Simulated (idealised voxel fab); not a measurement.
Process module under the name voxel transistor to metal
Shown is cross-section cut, with a width of 180 nm and square cells of size 5 nm.
Bands, listed from the top down, are how a cross-section gets written in this document; the cross-section itself is a grid of square cells, and a band is one or more rows of them.
Look at the band entry: it leads with the top's height and the bottom's height in nm. Then it lists the materials left to right, with a width in nm for each. The word "all across" on a single material says that material fills the band edge to edge. The word "empty" is empty space.
Heights are expressed relative to 0, this being the level below which the as-received wafer comprises one material exclusively. The lowest band is unbounded in the downward direction and is denoted as in "z 0 and below".
A width given as "30..40" starts at the first number in the band's top row and ends at the second number in its bottom row, shifting by an equal amount at every step from row to row.
"remains unaltered" for a step: no cell of the cross-section changed in that step.
What "Tabulated closed voids" gives you is every empty space of 8 cells or more that is cut off from the top. Each appears as width x height at distance, with the distance taken from the left edge and width, height and distance all in nm.
Where a step's line continues beyond its settings, the continuation is a remark by the simulator itself on that step.
The optional step-line setting "overlay nm" applies to steps with a mask and quantifies how far to the right of its planned location the mask lay, a negative value indicating leftward placement.

## Listed below are the process steps as planned
1. RECEIVE | material Si
2. OXIDIZE | depth nm 5
3. CONFORMAL_DEP | material SiN | thk nm 15
4. DIRECTIONAL_DEP | material aC | thk nm 10
5. PATTERN | tone cover | mask id ACTIVE | material resist | width nm 100 | thk nm 25 | overlay nm 0
6. DIRECTIONAL_ETCH | etch materials aC | depth nm 10
7. STRIP | etch materials resist
8. DIRECTIONAL_ETCH | etch materials SiN | depth nm 15
9. DIRECTIONAL_ETCH | etch materials SiO2 | depth nm 5
10. DIRECTIONAL_ETCH | etch materials Si | depth nm 30
11. STRIP | etch materials aC
12. FILL_DEP | material SiO2 | thk nm 5
13. CMP | height nm 15
14. SELECTIVE_ETCH | etch materials SiO2 | depth nm 15
15. STRIP | etch materials SiN
16. SELECTIVE_ETCH | etch materials SiO2 | depth nm 5
17. OXIDIZE | depth nm 5
18. DIRECTIONAL_DEP | material polySi | thk nm 30
19. DIRECTIONAL_DEP | material SiCN | thk nm 15
20. PATTERN | tone cover | mask id GATE | material resist | width nm 20 | thk nm 20 | overlay nm 0
21. DIRECTIONAL_ETCH | etch materials SiCN | depth nm 25
22. DIRECTIONAL_ETCH | etch materials polySi | depth nm 40
23. STRIP | etch materials resist
24. CONFORMAL_DEP | material SiO2 | thk nm 5
25. DIRECTIONAL_ETCH | etch materials SiO2 | depth nm 5
26. CONFORMAL_DEP | material SiN | thk nm 10
27. DIRECTIONAL_ETCH | etch materials SiN | depth nm 10
28. DIRECTIONAL_ETCH | etch materials SiO2 | depth nm 5
29. EPI | material SiGe | thk nm 5
30. FILL_DEP | material SiO2 | thk nm 10
31. CMP | height nm 40
32. DIRECTIONAL_DEP | material SiO2 | thk nm 15
33. MASKED_ETCH | tone open | mask id CONTACT | width nm 30 | pitch nm 60 | etch materials SiO2 | depth nm 60 | overlay nm 0
34. CONFORMAL_DEP | material TiN | thk nm 5
35. FILL_DEP | material W | thk nm 10
36. CMP | height nm 55
37. CONFORMAL_DEP | material SiCN | thk nm 5
38. DIRECTIONAL_DEP | material lowk | thk nm 20
39. MASKED_ETCH | tone open | mask id METAL_1 | width nm 15 | pitch nm 75 | etch materials lowk | depth nm 20 | overlay nm 0
40. MASKED_ETCH | tone open | mask id METAL_1 | width nm 15 | pitch nm 75 | etch materials SiCN | depth nm 5 | overlay nm 0
41. CONFORMAL_DEP | material TiN | thk nm 5
42. FILL_DEP | material Cu | thk nm 5
43. CMP | height nm 80
44. EPI | material Ru | thk nm 5
45. FILL_DEP | material SiCN | thk nm 5
46. DIRECTIONAL_DEP | material lowk | thk nm 30
47. MASKED_ETCH | tone open | mask id METAL_2 | width nm 15 | pitch nm 75 | etch materials lowk | depth nm 15 | overlay nm 0
48. PATTERN | tone open | mask id METAL_2_HOLES | material resist | width nm 15 | pitch nm 75 | thk nm 20 | overlay nm 0
49. DIRECTIONAL_ETCH | etch materials lowk | depth nm 15
50. DIRECTIONAL_ETCH | etch materials SiCN | depth nm 5
51. STRIP | etch materials resist
52. CONFORMAL_DEP | material TiN | thk nm 5
53. FILL_DEP | material Cu | thk nm 10
54. CMP | height nm 120
55. CONFORMAL_DEP | material SiCN | thk nm 5

## Cross-section of the wafer at receipt, which is the condition after step 1
    z 0 and below  Si all across
    Tabulated closed voids: none

## Below is the wafer in cross-section after the module was completed. It began from the starting point shown above and followed the plan shown above, except that one mistake was made while running it
    z 125 to 120  SiCN all across
    z 120 to 90  lowk=45 | TiN=5 | Cu=5 | TiN=5 | lowk=60 | TiN=5 | Cu=5 | TiN=5 | lowk=45
    z 90 to 85  SiCN=45 | TiN=15 | SiCN=60 | TiN=15 | SiCN=45
    z 85 to 80  SiCN=40 | Ru=25 | SiCN=50 | Ru=25 | SiCN=40
    z 80 to 60  lowk=45 | TiN=5 | Cu=5 | TiN=5 | lowk=60 | TiN=5 | Cu=5 | TiN=5 | lowk=45
    z 60 to 55  SiCN=45 | TiN=15 | SiCN=60 | TiN=15 | SiCN=45
    z 55 to 45  SiO2=45 | TiN=5 | W=25 | TiN=5 | SiO2=25 | TiN=5 | W=25 | TiN=5 | SiO2=40
    z 45 to 40  SiO2=45 | TiN=5 | W=10 | TiN=20 | SiO2=25 | TiN=15 | W=15 | TiN=5 | SiO2=40
    z 40 to 25  SiO2=45 | TiN=5 | W=10 | TiN=5 | SiN=10 | TiN=5 | SiCN=20 | SiO2=5 | SiN=10 | TiN=5 | W=15 | TiN=5 | SiO2=40
    z 25 to 0  SiO2=45 | TiN=5 | W=10 | TiN=5 | SiN=10 | TiN=5 | polySi=20 | SiO2=5 | SiN=10 | TiN=5 | W=15 | TiN=5 | SiO2=40
    z 0 to -5  SiO2=45 | TiN=20 | SiN=10 | TiN=5 | polySi=20 | SiO2=5 | SiN=10 | TiN=25 | SiO2=40
    z -5 to -10  SiO2=35 | SiGe=30 | SiO2=50 | SiGe=30 | SiO2=35
    z -10 to -35  SiO2=40 | Si=100 | SiO2=40
    z -35 and below  Si all across
    Tabulated closed voids: none
Against the plan, the run slipped here: step 33 ran differently from the plan; actual operation with settings: MASKED_ETCH | tone open | mask id CONTACT | width nm 35 | pitch nm 60 | etch materials SiO2 | depth nm 60 | overlay nm 0
